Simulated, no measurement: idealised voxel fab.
process module | voxel spacer lines
cross-section cut | 225 nm wide | cells 5 nm
A cross-section is a grid of square cells, given in bands from the top down. A band is one or more rows of cells.
Each band's line starts with the height of the band's top and of its bottom, in nm. Then come its materials from left to right, each with its width in nm. One material with "throughout" fills the band from edge to edge. "air" is empty space.
Height 0 is the level under which the wafer as received is all one material. The lowest band goes on downwards, as in "0 down".
A width such as "30 to 40" changes by the same amount from each row of cells to the next, from the band's top row to its bottom row.
"no change" after a step means that no cell of the cross-section changed.
closed voids: empty space of 8 cells or more with no open way to the top, each as width x height at its distance from the left edge, in nm
after a step's settings: what the simulator itself notes on the step
overlay nm, on a step with a mask: how far to the right of its planned place the mask lay; to the left if negative
plan
1 op RECEIVE | material Si
2 op CONFORMAL_DEP | material Al2O3 | thk nm 10
3 op DIRECTIONAL_DEP | material TiN | thk nm 10
4 op DIRECTIONAL_DEP | material aC | thk nm 25
5 op PATTERN | tone cover | mask id MANDREL | material resist | width nm 25 | pitch nm 70 | thk nm 35 | overlay nm 0
6 op DIRECTIONAL_ETCH | etch materials aC | depth nm 25
7 op STRIP | etch materials resist
8 op CONFORMAL_DEP | material SiO2 | thk nm 10
9 op DIRECTIONAL_ETCH | etch materials SiO2 | depth nm 10
10 op STRIP | etch materials aC
11 op DIRECTIONAL_ETCH | etch materials TiN | depth nm 10
12 op STRIP | etch materials SiO2
13 op FILL_DEP | material lowk | thk nm 10
14 op CMP | height nm 20
as received, after step 1
  0 down: Si throughout
  closed voids: none
a wafer at the end: this start, this plan, one mistake
  20 to 10: aC throughout
  10 to 0: Al2O3 throughout
  0 down: Si throughout
  closed voids: none
what went wrong: steps 3 and 4 were swapped
